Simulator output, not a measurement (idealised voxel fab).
process module | voxel transistor to metal
cross-section cut | 155 nm wide | cells 5 nm
A cross-section is a grid of square cells, given in bands from the top down. A band is one or more rows of cells.
Each band's line starts with the height of the band's top and of its bottom, in nm. Then come its materials from left to right, each with its width in nm. One material with "throughout" fills the band from edge to edge. "air" is empty space.
Height 0 is the level under which the wafer as received is all one material. The lowest band goes on downwards, as in "0 down".
A width such as "30 to 40" changes by the same amount from each row of cells to the next, from the band's top row to its bottom row.
"no change" after a step means that no cell of the cross-section changed.
closed voids: empty space of 8 cells or more with no open way to the top, each as width x height at its distance from the left edge, in nm
after a step's settings: what the simulator itself notes on the step
overlay nm, on a step with a mask: how far to the right of its planned place the mask lay; to the left if negative
Each pair below shows a cross-section before one step and the cross-section after it, down to the lowest band that changed. The line under each pair gives the step between them, with its settings. The pairs can come from different runs of this module on the same starting wafer, so a pair continues from the pair above only where its "before" says so.
before
  0 down: Si throughout
  closed voids: none
after
  0 to -5: SiO2 throughout
  below -5: unchanged
  closed voids: none
the step between: op OXIDIZE | depth nm 5
before: the cross-section after the pair above
after
  10 to 0: SiN throughout
  below 0: unchanged
  closed voids: none
the step between: op CONFORMAL_DEP | material SiN | thk nm 10
before: the cross-section after the pair above
after
  10 to 0: air 15 | SiN 120 | air 20
  below 0: unchanged
  closed voids: none
the step between: op MASKED_ETCH | tone cover | mask id ACTIVE | width nm 120 | etch materials SiN | depth nm 10 | overlay nm 0
before: the cross-section after the pair above
after
  10 to 0: air 15 | SiN 120 | air 20
  0 to -5: air 15 | SiO2 120 | air 20
  below -5: unchanged
  closed voids: none
the step between: op MASKED_ETCH | tone cover | mask id ACTIVE | width nm 120 | etch materials SiO2 | depth nm 5 | overlay nm 0
before: the cross-section after the pair above
after
  10 to 0: air 15 | SiN 120 | air 20
  0 to -5: air 15 | SiO2 120 | air 20
  -5 to -25: air 15 | Si 120 | air 20
  below -25: unchanged
  closed voids: none
the step between: op MASKED_ETCH | tone cover | mask id ACTIVE | width nm 120 | etch materials Si | depth nm 20 | overlay nm 0
before: the cross-section after the pair above
after
  25 to 10: SiO2 throughout
  10 to 0: SiO2 15 | SiN 120 | SiO2 20
  0 to -5: SiO2 throughout
  -5 to -25: SiO2 15 | Si 120 | SiO2 20
  below -25: unchanged
  closed voids: none
the step between: op FILL_DEP | material SiO2 | thk nm 15
before: the cross-section after the pair above
after
  10 to 0: SiO2 15 | SiN 120 | SiO2 20
  below 0: unchanged
  closed voids: none
the step between: op CMP | height nm 10
before: the cross-section after the pair above
after
  10 to 0: air 15 | SiN 120 | air 20
  below 0: unchanged
  closed voids: none
the step between: op SELECTIVE_ETCH | etch materials SiO2 | depth nm 10
before: the cross-section after the pair above
after
  0 to -5: SiO2 throughout
  below -5: unchanged
  closed voids: none
the step between: op STRIP | etch materials SiN
before: the cross-section after the pair above
after
  -5 to -25: SiO2 15 | Si 120 | SiO2 20
  below -25: unchanged
  closed voids: none
the step between: op SELECTIVE_ETCH | etch materials SiO2 | depth nm 5
before: the cross-section after the pair above
after
  -5 to -10: SiO2 throughout
  below -10: unchanged
  closed voids: none
the step between: op OXIDIZE | depth nm 5
before: the cross-section after the pair above
after
  15 to -5: polySi throughout
  below -5: unchanged
  closed voids: none
the step between: op DIRECTIONAL_DEP | material polySi | thk nm 20
before: the cross-section after the pair above
after
  25 to 15: SiCN throughout
  below 15: unchanged
  closed voids: none
the step between: op DIRECTIONAL_DEP | material SiCN | thk nm 10
before: the cross-section after the pair above
after
  25 to 15: air 60 | SiCN 30 | air 65
  below 15: unchanged
  closed voids: none
the step between: op MASKED_ETCH | tone cover | mask id GATE | width nm 30 | etch materials SiCN | depth nm 20 | overlay nm 0
before: the cross-section after the pair above
after
  25 to 15: air 60 | SiCN 30 | air 65
  15 to -5: air 60 | polySi 30 | air 65
  below -5: unchanged
  closed voids: none
the step between: op MASKED_ETCH | tone cover | mask id GATE | width nm 30 | etch materials polySi | depth nm 30 | overlay nm 0
before: the cross-section after the pair above
after
  35 to 25: air 50 | SiN 50 | air 55
  25 to 15: air 50 | SiN 10 | SiCN 30 | SiN 10 | air 55
  15 to 5: air 50 | SiN 10 | polySi 30 | SiN 10 | air 55
  5 to -5: SiN 60 | polySi 30 | SiN 65
  below -5: unchanged
  closed voids: none
the step between: op CONFORMAL_DEP | material SiN | thk nm 10
before: the cross-section after the pair above
after
  25 to 15: air 50 | SiN 10 | SiCN 30 | SiN 10 | air 55
  15 to -5: air 50 | SiN 10 | polySi 30 | SiN 10 | air 55
  below -5: unchanged
  closed voids: none
the step between: op DIRECTIONAL_ETCH | etch materials SiN | depth nm 10
before: the cross-section after the pair above
after
  25 to 15: air 50 | SiN 10 | SiCN 30 | SiN 10 | air 55
  15 to -5: air 50 | SiN 10 | polySi 30 | SiN 10 | air 55
  -5 to -10: air 50 | SiO2 50 | air 55
  below -10: unchanged
  closed voids: none
the step between: op DIRECTIONAL_ETCH | etch materials SiO2 | depth nm 5
before: the cross-section after the pair above
after
  25 to 15: air 50 | SiN 10 | SiCN 30 | SiN 10 | air 55
  15 to -5: air 50 | SiN 10 | polySi 30 | SiN 10 | air 55
  -5 to -10: air 10 | pSi 40 | SiO2 50 | pSi 40 | air 15
  below -10: unchanged
  closed voids: none
the step between: op EPI | material pSi | thk nm 5
before: the cross-section after the pair above
after
  30 to 25: SiO2 throughout
  25 to 15: SiO2 50 | SiN 10 | SiCN 30 | SiN 10 | SiO2 55
  15 to -5: SiO2 50 | SiN 10 | polySi 30 | SiN 10 | SiO2 55
  -5 to -10: SiO2 10 | pSi 40 | SiO2 50 | pSi 40 | SiO2 15
  below -10: unchanged
  closed voids: none
the step between: op FILL_DEP | material SiO2 | thk nm 5
before: the cross-section after the pair above
after
  15 to -5: SiO2 50 | SiN 10 | polySi 30 | SiN 10 | SiO2 55
  below -5: unchanged
  closed voids: none
the step between: op CMP | height nm 15
before: the cross-section after the pair above
after
  15 to -5: SiO2 50 | SiN 10 | air 30 | SiN 10 | SiO2 55
  below -5: unchanged
  closed voids: none
the step between: op STRIP | etch materials polySi
before: the cross-section after the pair above
after
  15 to 10: air 50 | SiN 10 | air 30 | SiN 10 | air 55
  10 to -5: SiO2 50 | SiN 10 | air 30 | SiN 10 | SiO2 55
  -5 to -10: SiO2 10 | pSi 40 | SiO2 5 | air 40 | SiO2 5 | pSi 40 | SiO2 15
  below -10: unchanged
  closed voids: none
the step between: op SELECTIVE_ETCH | etch materials SiO2 | depth nm 5
before: the cross-section after the pair above
after
  20 to 15: air 45 | HfO2 20 | air 20 | HfO2 20 | air 50
  15 to 10: HfO2 50 | SiN 10 | HfO2 5 | air 20 | HfO2 5 | SiN 10 | HfO2 55
  10 to -5: SiO2 50 | SiN 10 | HfO2 5 | air 20 | HfO2 5 | SiN 10 | SiO2 55
  -5 to -10: SiO2 10 | pSi 40 | SiO2 5 | HfO2 40 | SiO2 5 | pSi 40 | SiO2 15
  below -10: unchanged
  closed voids: none
the step between: op CONFORMAL_DEP | material HfO2 | thk nm 5
before: the cross-section after the pair above
after
  25 to 20: air 40 | TiN 30 | air 10 | TiN 30 | air 45
  20 to 15: TiN 45 | HfO2 20 | TiN 5 | air 10 | TiN 5 | HfO2 20 | TiN 50
  15 to 10: HfO2 50 | SiN 10 | HfO2 5 | TiN 5 | air 10 | TiN 5 | HfO2 5 | SiN 10 | HfO2 55
  10 to 0: SiO2 50 | SiN 10 | HfO2 5 | TiN 5 | air 10 | TiN 5 | HfO2 5 | SiN 10 | SiO2 55
  0 to -5: SiO2 50 | SiN 10 | HfO2 5 | TiN 20 | HfO2 5 | SiN 10 | SiO2 55
  below -5: unchanged
  closed voids: none
the step between: op CONFORMAL_DEP | material TiN | thk nm 5
before: the cross-section after the pair above
after
  35 to 25: W throughout
  25 to 20: W 40 | TiN 30 | W 10 | TiN 30 | W 45
  20 to 15: TiN 45 | HfO2 20 | TiN 5 | W 10 | TiN 5 | HfO2 20 | TiN 50
  15 to 10: HfO2 50 | SiN 10 | HfO2 5 | TiN 5 | W 10 | TiN 5 | HfO2 5 | SiN 10 | HfO2 55
  10 to 0: SiO2 50 | SiN 10 | HfO2 5 | TiN 5 | W 10 | TiN 5 | HfO2 5 | SiN 10 | SiO2 55
  below 0: unchanged
  closed voids: none
the step between: op FILL_DEP | material W | thk nm 10
before: the cross-section after the pair above
after
  10 to 0: SiO2 50 | SiN 10 | HfO2 5 | TiN 5 | W 10 | TiN 5 | HfO2 5 | SiN 10 | SiO2 55
  below 0: unchanged
  closed voids: none
the step between: op CMP | height nm 10
before: the cross-section after the pair above
after
  25 to 10: SiO2 throughout
  below 10: unchanged
  closed voids: none
the step between: op DIRECTIONAL_DEP | material SiO2 | thk nm 15
before: the cross-section after the pair above
after
  40 to 25: resist 25 | air 20 | resist 60 | air 20 | resist 30
  below 25: unchanged
  closed voids: none
the step between: op PATTERN | tone open | mask id CONTACT | material resist | width nm 20 | pitch nm 80 | thk nm 15 | overlay nm 0
before: the cross-section after the pair above
after
  40 to 25: resist 25 | air 20 | resist 60 | air 20 | resist 30
  25 to 10: SiO2 25 | air 20 | SiO2 60 | air 20 | SiO2 30
  10 to 0: SiO2 25 | air 20 | SiO2 5 | SiN 10 | HfO2 5 | TiN 5 | W 10 | TiN 5 | HfO2 5 | SiN 10 | SiO2 5 | air 20 | SiO2 30
  0 to -5: SiO2 25 | air 20 | SiO2 5 | SiN 10 | HfO2 5 | TiN 20 | HfO2 5 | SiN 10 | SiO2 5 | air 20 | SiO2 30
  below -5: unchanged
  closed voids: none
the step between: op DIRECTIONAL_ETCH | etch materials SiO2 | depth nm 30
before: the cross-section after the pair above
after
  25 to 10: SiO2 25 | air 20 | SiO2 60 | air 20 | SiO2 30
  below 10: unchanged
  closed voids: none
the step between: op STRIP | etch materials resist
before: the cross-section after the pair above
after
  30 to 25: TiN 30 | air 10 | TiN 70 | air 10 | TiN 35
  25 to 10: SiO2 25 | TiN 5 | air 10 | TiN 5 | SiO2 60 | TiN 5 | air 10 | TiN 5 | SiO2 30
  10 to 0: SiO2 25 | TiN 5 | air 10 | TiN 5 | SiO2 5 | SiN 10 | HfO2 5 | TiN 5 | W 10 | TiN 5 | HfO2 5 | SiN 10 | SiO2 5 | TiN 5 | air 10 | TiN 5 | SiO2 30
  0 to -5: SiO2 25 | TiN 20 | SiO2 5 | SiN 10 | HfO2 5 | TiN 20 | HfO2 5 | SiN 10 | SiO2 5 | TiN 20 | SiO2 30
  below -5: unchanged
  closed voids: none
the step between: op CONFORMAL_DEP | material TiN | thk nm 5
before: the cross-section after the pair above
after
  35 to 30: W throughout
  30 to 25: TiN 30 | W 10 | TiN 70 | W 10 | TiN 35
  25 to 10: SiO2 25 | TiN 5 | W 10 | TiN 5 | SiO2 60 | TiN 5 | W 10 | TiN 5 | SiO2 30
  10 to 0: SiO2 25 | TiN 5 | W 10 | TiN 5 | SiO2 5 | SiN 10 | HfO2 5 | TiN 5 | W 10 | TiN 5 | HfO2 5 | SiN 10 | SiO2 5 | TiN 5 | W 10 | TiN 5 | SiO2 30
  below 0: unchanged
  closed voids: none
the step between: op FILL_DEP | material W | thk nm 5
before: the cross-section after the pair above
after
  25 to 10: SiO2 25 | TiN 5 | W 10 | TiN 5 | SiO2 60 | TiN 5 | W 10 | TiN 5 | SiO2 30
  below 10: unchanged
  closed voids: none
the step between: op CMP | height nm 25
before: the cross-section after the pair above
after
  30 to 25: TiN throughout
  below 25: unchanged
  closed voids: none
the step between: op DIRECTIONAL_DEP | material TiN | thk nm 5
before: the cross-section after the pair above
after
  50 to 30: Ru throughout
  below 30: unchanged
  closed voids: none
the step between: op DIRECTIONAL_DEP | material Ru | thk nm 20
before: the cross-section after the pair above
after
  65 to 50: air 25 | resist 20 | air 60 | resist 20 | air 30
  below 50: unchanged
  closed voids: none
the step between: op PATTERN | tone cover | mask id METAL_1 | material resist | width nm 20 | pitch nm 80 | thk nm 15 | overlay nm 0
before: the cross-section after the pair above
after
  65 to 50: air 25 | resist 20 | air 60 | resist 20 | air 30
  50 to 30: air 25 | Ru 20 | air 60 | Ru 20 | air 30
  below 30: unchanged
  closed voids: none
the step between: op DIRECTIONAL_ETCH | etch materials Ru | depth nm 20
before: the cross-section after the pair above
after
  65 to 50: air 25 | resist 20 | air 60 | resist 20 | air 30
  50 to 30: air 25 | Ru 20 | air 60 | Ru 20 | air 30
  30 to 25: air 25 | TiN 20 | air 60 | TiN 20 | air 30
  below 25: unchanged
  closed voids: none
the step between: op DIRECTIONAL_ETCH | etch materials TiN | depth nm 5
before: the cross-section after the pair above
after
  50 to 30: air 25 | Ru 20 | air 60 | Ru 20 | air 30
  below 30: unchanged
  closed voids: none
the step between: op STRIP | etch materials resist
before: the cross-section after the pair above
after
  55 to 50: lowk throughout
  50 to 30: lowk 25 | Ru 20 | lowk 60 | Ru 20 | lowk 30
  30 to 25: lowk 25 | TiN 20 | lowk 60 | TiN 20 | lowk 30
  below 25: unchanged
  closed voids: none
the step between: op FILL_DEP | material lowk | thk nm 5
before: the cross-section after the pair above
after
  50 to 30: lowk 25 | Ru 20 | lowk 60 | Ru 20 | lowk 30
  below 30: unchanged
  closed voids: none
the step between: op CMP | height nm 50
before: the cross-section after the pair above
after
  55 to 50: SiCN throughout
  below 50: unchanged
  closed voids: none
the step between: op CONFORMAL_DEP | material SiCN | thk nm 5
before
  15 to 10: air 50 | SiN 10 | air 30 | SiN 10 | air 55
  10 to -5: SiO2 50 | SiN 10 | air 30 | SiN 10 | SiO2 55
  -5 to -10: SiO2 10 | pSi 40 | SiO2 5 | air 40 | SiO2 5 | pSi 40 | SiO2 15
  -10 to -25: SiO2 15 | Si 120 | SiO2 20
  -25 down: Si throughout
  closed voids: none
after
  20 to 15: air 45 | TiN 20 | air 20 | TiN 20 | air 50
  15 to 10: TiN 50 | SiN 10 | TiN 5 | air 20 | TiN 5 | SiN 10 | TiN 55
  10 to -5: SiO2 50 | SiN 10 | TiN 5 | air 20 | TiN 5 | SiN 10 | SiO2 55
  -5 to -10: SiO2 10 | pSi 40 | SiO2 5 | TiN 40 | SiO2 5 | pSi 40 | SiO2 15
  below -10: unchanged
  closed voids: none
the step between: op CONFORMAL_DEP | material TiN | thk nm 5
before: the cross-section after the pair above
after
  30 to 20: W throughout
  20 to 15: W 45 | TiN 20 | W 20 | TiN 20 | W 50
  15 to 10: TiN 50 | SiN 10 | TiN 5 | W 20 | TiN 5 | SiN 10 | TiN 55
  10 to -5: SiO2 50 | SiN 10 | TiN 5 | W 20 | TiN 5 | SiN 10 | SiO2 55
  below -5: unchanged
  closed voids: none
the step between: op FILL_DEP | material W | thk nm 10
before: the cross-section after the pair above
after
  10 to -5: SiO2 50 | SiN 10 | TiN 5 | W 20 | TiN 5 | SiN 10 | SiO2 55
  below -5: unchanged
  closed voids: none
the step between: op CMP | height nm 10
before: the cross-section after the pair above
after
  25 to 10: SiO2 throughout
  below 10: unchanged
  closed voids: none
the step between: op DIRECTIONAL_DEP | material SiO2 | thk nm 15
before: the cross-section after the pair above
after
  40 to 25: resist 25 | air 20 | resist 60 | air 20 | resist 30
  below 25: unchanged
  closed voids: none
the step between: op PATTERN | tone open | mask id CONTACT | material resist | width nm 20 | pitch nm 80 | thk nm 15 | overlay nm 0
before: the cross-section after the pair above
after
  40 to 25: resist 25 | air 20 | resist 60 | air 20 | resist 30
  25 to 10: SiO2 25 | air 20 | SiO2 60 | air 20 | SiO2 30
  10 to -5: SiO2 25 | air 20 | SiO2 5 | SiN 10 | TiN 5 | W 20 | TiN 5 | SiN 10 | SiO2 5 | air 20 | SiO2 30
  below -5: unchanged
  closed voids: none
the step between: op DIRECTIONAL_ETCH | etch materials SiO2 | depth nm 30
before: the cross-section after the pair above
after
  25 to 10: SiO2 25 | air 20 | SiO2 60 | air 20 | SiO2 30
  below 10: unchanged
  closed voids: none
the step between: op STRIP | etch materials resist
before: the cross-section after the pair above
after
  30 to 25: TiN 30 | air 10 | TiN 70 | air 10 | TiN 35
  25 to 10: SiO2 25 | TiN 5 | air 10 | TiN 5 | SiO2 60 | TiN 5 | air 10 | TiN 5 | SiO2 30
  10 to 0: SiO2 25 | TiN 5 | air 10 | TiN 5 | SiO2 5 | SiN 10 | TiN 5 | W 20 | TiN 5 | SiN 10 | SiO2 5 | TiN 5 | air 10 | TiN 5 | SiO2 30
  0 to -5: SiO2 25 | TiN 20 | SiO2 5 | SiN 10 | TiN 5 | W 20 | TiN 5 | SiN 10 | SiO2 5 | TiN 20 | SiO2 30
  below -5: unchanged
  closed voids: none
the step between: op CONFORMAL_DEP | material TiN | thk nm 5
before: the cross-section after the pair above
after
  35 to 30: W throughout
  30 to 25: TiN 30 | W 10 | TiN 70 | W 10 | TiN 35
  25 to 10: SiO2 25 | TiN 5 | W 10 | TiN 5 | SiO2 60 | TiN 5 | W 10 | TiN 5 | SiO2 30
  10 to 0: SiO2 25 | TiN 5 | W 10 | TiN 5 | SiO2 5 | SiN 10 | TiN 5 | W 20 | TiN 5 | SiN 10 | SiO2 5 | TiN 5 | W 10 | TiN 5 | SiO2 30
  below 0: unchanged
  closed voids: none
the step between: op FILL_DEP | material W | thk nm 5
before: the cross-section after the pair above
after
  25 to 10: SiO2 25 | TiN 5 | W 10 | TiN 5 | SiO2 60 | TiN 5 | W 10 | TiN 5 | SiO2 30
  below 10: unchanged
  closed voids: none
the step between: op CMP | height nm 25
before: the cross-section after the pair above
after
  30 to 25: TiN throughout
  below 25: unchanged
  closed voids: none
the step between: op DIRECTIONAL_DEP | material TiN | thk nm 5
before: the cross-section after the pair above
after
  50 to 30: Ru throughout
  below 30: unchanged
  closed voids: none
the step between: op DIRECTIONAL_DEP | material Ru | thk nm 20
before: the cross-section after the pair above
after
  65 to 50: air 25 | resist 20 | air 60 | resist 20 | air 30
  below 50: unchanged
  closed voids: none
the step between: op PATTERN | tone cover | mask id METAL_1 | material resist | width nm 20 | pitch nm 80 | thk nm 15 | overlay nm 0
before: the cross-section after the pair above
after
  65 to 50: air 25 | resist 20 | air 60 | resist 20 | air 30
  50 to 30: air 25 | Ru 20 | air 60 | Ru 20 | air 30
  below 30: unchanged
  closed voids: none
the step between: op DIRECTIONAL_ETCH | etch materials Ru | depth nm 20
before: the cross-section after the pair above
after
  65 to 50: air 25 | resist 20 | air 60 | resist 20 | air 30
  50 to 30: air 25 | Ru 20 | air 60 | Ru 20 | air 30
  30 to 25: air 25 | TiN 20 | air 60 | TiN 20 | air 30
  below 25: unchanged
  closed voids: none
the step between: op DIRECTIONAL_ETCH | etch materials TiN | depth nm 5
before: the cross-section after the pair above
after
  50 to 30: air 25 | Ru 20 | air 60 | Ru 20 | air 30
  below 30: unchanged
  closed voids: none
the step between: op STRIP | etch materials resist
before: the cross-section after the pair above
after
  55 to 50: lowk throughout
  50 to 30: lowk 25 | Ru 20 | lowk 60 | Ru 20 | lowk 30
  30 to 25: lowk 25 | TiN 20 | lowk 60 | TiN 20 | lowk 30
  below 25: unchanged
  closed voids: none
the step between: op FILL_DEP | material lowk | thk nm 5
before: the cross-section after the pair above
after
  50 to 30: lowk 25 | Ru 20 | lowk 60 | Ru 20 | lowk 30
  below 30: unchanged
  closed voids: none
the step between: op CMP | height nm 50
before: the cross-section after the pair above
after
  55 to 50: SiCN throughout
  below 50: unchanged
  closed voids: none
the step between: op CONFORMAL_DEP | material SiCN | thk nm 5
before
  10 to 0: air 15 | SiN 120 | air 20
  0 to -5: air 15 | SiO2 120 | air 20
  -5 to -25: air 15 | Si 120 | air 20
  -25 down: Si throughout
  closed voids: none
after
  10 to 0: air 15 | SiN 120 | air 20
  0 to -5: air 15 | SiO2 120 | air 20
  -5 to -45: air 15 | Si 120 | air 20
  below -45: unchanged
  closed voids: none
the step between: op MASKED_ETCH | tone cover | mask id ACTIVE | width nm 120 | etch materials Si | depth nm 20 | overlay nm 0
before: the cross-section after the pair above
after
  25 to 10: SiO2 throughout
  10 to 0: SiO2 15 | SiN 120 | SiO2 20
  0 to -5: SiO2 throughout
  -5 to -45: SiO2 15 | Si 120 | SiO2 20
  below -45: unchanged
  closed voids: none
the step between: op FILL_DEP | material SiO2 | thk nm 15
before: the cross-section after the pair above
after
  10 to 0: SiO2 15 | SiN 120 | SiO2 20
  below 0: unchanged
  closed voids: none
the step between: op CMP | height nm 10
before: the cross-section after the pair above
after
  10 to 0: air 15 | SiN 120 | air 20
  below 0: unchanged
  closed voids: none
the step between: op SELECTIVE_ETCH | etch materials SiO2 | depth nm 10
before: the cross-section after the pair above
after
  0 to -5: SiO2 throughout
  below -5: unchanged
  closed voids: none
the step between: op STRIP | etch materials SiN
before: the cross-section after the pair above
after
  -5 to -45: SiO2 15 | Si 120 | SiO2 20
  below -45: unchanged
  closed voids: none
the step between: op SELECTIVE_ETCH | etch materials SiO2 | depth nm 5
before: the cross-section after the pair above
after
  -5 to -10: SiO2 throughout
  below -10: unchanged
  closed voids: none
the step between: op OXIDIZE | depth nm 5
before: the cross-section after the pair above
after
  15 to -5: polySi throughout
  below -5: unchanged
  closed voids: none
the step between: op DIRECTIONAL_DEP | material polySi | thk nm 20
before: the cross-section after the pair above
after
  25 to 15: SiCN throughout
  below 15: unchanged
  closed voids: none
the step between: op DIRECTIONAL_DEP | material SiCN | thk nm 10
before: the cross-section after the pair above
after
  25 to 15: air 60 | SiCN 30 | air 65
  below 15: unchanged
  closed voids: none
the step between: op MASKED_ETCH | tone cover | mask id GATE | width nm 30 | etch materials SiCN | depth nm 20 | overlay nm 0
before: the cross-section after the pair above
after
  25 to 15: air 60 | SiCN 30 | air 65
  15 to -5: air 60 | polySi 30 | air 65
  below -5: unchanged
  closed voids: none
the step between: op MASKED_ETCH | tone cover | mask id GATE | width nm 30 | etch materials polySi | depth nm 30 | overlay nm 0
before: the cross-section after the pair above
after
  35 to 25: air 50 | SiN 50 | air 55
  25 to 15: air 50 | SiN 10 | SiCN 30 | SiN 10 | air 55
  15 to 5: air 50 | SiN 10 | polySi 30 | SiN 10 | air 55
  5 to -5: SiN 60 | polySi 30 | SiN 65
  below -5: unchanged
  closed voids: none
the step between: op CONFORMAL_DEP | material SiN | thk nm 10
before: the cross-section after the pair above
after
  25 to 15: air 50 | SiN 10 | SiCN 30 | SiN 10 | air 55
  15 to -5: air 50 | SiN 10 | polySi 30 | SiN 10 | air 55
  below -5: unchanged
  closed voids: none
the step between: op DIRECTIONAL_ETCH | etch materials SiN | depth nm 10
before: the cross-section after the pair above
after
  25 to 15: air 50 | SiN 10 | SiCN 30 | SiN 10 | air 55
  15 to -5: air 50 | SiN 10 | polySi 30 | SiN 10 | air 55
  -5 to -10: air 50 | SiO2 50 | air 55
  below -10: unchanged
  closed voids: none
the step between: op DIRECTIONAL_ETCH | etch materials SiO2 | depth nm 5
before: the cross-section after the pair above
after
  25 to 15: air 50 | SiN 10 | SiCN 30 | SiN 10 | air 55
  15 to -5: air 50 | SiN 10 | polySi 30 | SiN 10 | air 55
  -5 to -10: air 10 | pSi 40 | SiO2 50 | pSi 40 | air 15
  below -10: unchanged
  closed voids: none
the step between: op EPI | material pSi | thk nm 5
before: the cross-section after the pair above
after
  30 to 25: SiO2 throughout
  25 to 15: SiO2 50 | SiN 10 | SiCN 30 | SiN 10 | SiO2 55
  15 to -5: SiO2 50 | SiN 10 | polySi 30 | SiN 10 | SiO2 55
  -5 to -10: SiO2 10 | pSi 40 | SiO2 50 | pSi 40 | SiO2 15
  below -10: unchanged
  closed voids: none
the step between: op FILL_DEP | material SiO2 | thk nm 5
before: the cross-section after the pair above
after
  15 to -5: SiO2 50 | SiN 10 | polySi 30 | SiN 10 | SiO2 55
  below -5: unchanged
  closed voids: none
the step between: op CMP | height nm 15
before: the cross-section after the pair above
after
  15 to -5: SiO2 50 | SiN 10 | air 30 | SiN 10 | SiO2 55
  below -5: unchanged
  closed voids: none
the step between: op STRIP | etch materials polySi
before: the cross-section after the pair above
after
  15 to 10: air 50 | SiN 10 | air 30 | SiN 10 | air 55
  10 to -5: SiO2 50 | SiN 10 | air 30 | SiN 10 | SiO2 55
  -5 to -10: SiO2 10 | pSi 40 | SiO2 5 | air 40 | SiO2 5 | pSi 40 | SiO2 15
  below -10: unchanged
  closed voids: none
the step between: op SELECTIVE_ETCH | etch materials SiO2 | depth nm 5
before: the cross-section after the pair above
after
  20 to 15: air 45 | HfO2 20 | air 20 | HfO2 20 | air 50
  15 to 10: HfO2 50 | SiN 10 | HfO2 5 | air 20 | HfO2 5 | SiN 10 | HfO2 55
  10 to -5: SiO2 50 | SiN 10 | HfO2 5 | air 20 | HfO2 5 | SiN 10 | SiO2 55
  -5 to -10: SiO2 10 | pSi 40 | SiO2 5 | HfO2 40 | SiO2 5 | pSi 40 | SiO2 15
  below -10: unchanged
  closed voids: none
the step between: op CONFORMAL_DEP | material HfO2 | thk nm 5
before: the cross-section after the pair above
after
  25 to 20: air 40 | TiN 30 | air 10 | TiN 30 | air 45
  20 to 15: TiN 45 | HfO2 20 | TiN 5 | air 10 | TiN 5 | HfO2 20 | TiN 50
  15 to 10: HfO2 50 | SiN 10 | HfO2 5 | TiN 5 | air 10 | TiN 5 | HfO2 5 | SiN 10 | HfO2 55
  10 to 0: SiO2 50 | SiN 10 | HfO2 5 | TiN 5 | air 10 | TiN 5 | HfO2 5 | SiN 10 | SiO2 55
  0 to -5: SiO2 50 | SiN 10 | HfO2 5 | TiN 20 | HfO2 5 | SiN 10 | SiO2 55
  below -5: unchanged
  closed voids: none
the step between: op CONFORMAL_DEP | material TiN | thk nm 5
before: the cross-section after the pair above
after
  35 to 25: W throughout
  25 to 20: W 40 | TiN 30 | W 10 | TiN 30 | W 45
  20 to 15: TiN 45 | HfO2 20 | TiN 5 | W 10 | TiN 5 | HfO2 20 | TiN 50
  15 to 10: HfO2 50 | SiN 10 | HfO2 5 | TiN 5 | W 10 | TiN 5 | HfO2 5 | SiN 10 | HfO2 55
  10 to 0: SiO2 50 | SiN 10 | HfO2 5 | TiN 5 | W 10 | TiN 5 | HfO2 5 | SiN 10 | SiO2 55
  below 0: unchanged
  closed voids: none
the step between: op FILL_DEP | material W | thk nm 10
before: the cross-section after the pair above
after
  10 to 0: SiO2 50 | SiN 10 | HfO2 5 | TiN 5 | W 10 | TiN 5 | HfO2 5 | SiN 10 | SiO2 55
  below 0: unchanged
  closed voids: none
the step between: op CMP | height nm 10
before: the cross-section after the pair above
after
  25 to 10: SiO2 throughout
  below 10: unchanged
  closed voids: none
the step between: op DIRECTIONAL_DEP | material SiO2 | thk nm 15
before: the cross-section after the pair above
after
  40 to 25: resist 25 | air 20 | resist 60 | air 20 | resist 30
  below 25: unchanged
  closed voids: none
the step between: op PATTERN | tone open | mask id CONTACT | material resist | width nm 20 | pitch nm 80 | thk nm 15 | overlay nm 0
before: the cross-section after the pair above
after
  40 to 25: resist 25 | air 20 | resist 60 | air 20 | resist 30
  25 to 10: SiO2 25 | air 20 | SiO2 60 | air 20 | SiO2 30
  10 to 0: SiO2 25 | air 20 | SiO2 5 | SiN 10 | HfO2 5 | TiN 5 | W 10 | TiN 5 | HfO2 5 | SiN 10 | SiO2 5 | air 20 | SiO2 30
  0 to -5: SiO2 25 | air 20 | SiO2 5 | SiN 10 | HfO2 5 | TiN 20 | HfO2 5 | SiN 10 | SiO2 5 | air 20 | SiO2 30
  below -5: unchanged
  closed voids: none
the step between: op DIRECTIONAL_ETCH | etch materials SiO2 | depth nm 30
before: the cross-section after the pair above
after
  25 to 10: SiO2 25 | air 20 | SiO2 60 | air 20 | SiO2 30
  below 10: unchanged
  closed voids: none
the step between: op STRIP | etch materials resist
before: the cross-section after the pair above
after
  30 to 25: TiN 30 | air 10 | TiN 70 | air 10 | TiN 35
  25 to 10: SiO2 25 | TiN 5 | air 10 | TiN 5 | SiO2 60 | TiN 5 | air 10 | TiN 5 | SiO2 30
  10 to 0: SiO2 25 | TiN 5 | air 10 | TiN 5 | SiO2 5 | SiN 10 | HfO2 5 | TiN 5 | W 10 | TiN 5 | HfO2 5 | SiN 10 | SiO2 5 | TiN 5 | air 10 | TiN 5 | SiO2 30
  0 to -5: SiO2 25 | TiN 20 | SiO2 5 | SiN 10 | HfO2 5 | TiN 20 | HfO2 5 | SiN 10 | SiO2 5 | TiN 20 | SiO2 30
  below -5: unchanged
  closed voids: none
the step between: op CONFORMAL_DEP | material TiN | thk nm 5
before: the cross-section after the pair above
after
  35 to 30: W throughout
  30 to 25: TiN 30 | W 10 | TiN 70 | W 10 | TiN 35
  25 to 10: SiO2 25 | TiN 5 | W 10 | TiN 5 | SiO2 60 | TiN 5 | W 10 | TiN 5 | SiO2 30
  10 to 0: SiO2 25 | TiN 5 | W 10 | TiN 5 | SiO2 5 | SiN 10 | HfO2 5 | TiN 5 | W 10 | TiN 5 | HfO2 5 | SiN 10 | SiO2 5 | TiN 5 | W 10 | TiN 5 | SiO2 30
  below 0: unchanged
  closed voids: none
the step between: op FILL_DEP | material W | thk nm 5
before: the cross-section after the pair above
after
  25 to 10: SiO2 25 | TiN 5 | W 10 | TiN 5 | SiO2 60 | TiN 5 | W 10 | TiN 5 | SiO2 30
  below 10: unchanged
  closed voids: none
the step between: op CMP | height nm 25
before: the cross-section after the pair above
after
  30 to 25: TiN throughout
  below 25: unchanged
  closed voids: none
the step between: op DIRECTIONAL_DEP | material TiN | thk nm 5
before: the cross-section after the pair above
after
  50 to 30: Ru throughout
  below 30: unchanged
  closed voids: none
the step between: op DIRECTIONAL_DEP | material Ru | thk nm 20
before: the cross-section after the pair above
after
  65 to 50: air 25 | resist 20 | air 60 | resist 20 | air 30
  below 50: unchanged
  closed voids: none
the step between: op PATTERN | tone cover | mask id METAL_1 | material resist | width nm 20 | pitch nm 80 | thk nm 15 | overlay nm 0
before: the cross-section after the pair above
after
  65 to 50: air 25 | resist 20 | air 60 | resist 20 | air 30
  50 to 30: air 25 | Ru 20 | air 60 | Ru 20 | air 30
  below 30: unchanged
  closed voids: none
the step between: op DIRECTIONAL_ETCH | etch materials Ru | depth nm 20
before: the cross-section after the pair above
after
  65 to 50: air 25 | resist 20 | air 60 | resist 20 | air 30
  50 to 30: air 25 | Ru 20 | air 60 | Ru 20 | air 30
  30 to 25: air 25 | TiN 20 | air 60 | TiN 20 | air 30
  below 25: unchanged
  closed voids: none
the step between: op DIRECTIONAL_ETCH | etch materials TiN | depth nm 5
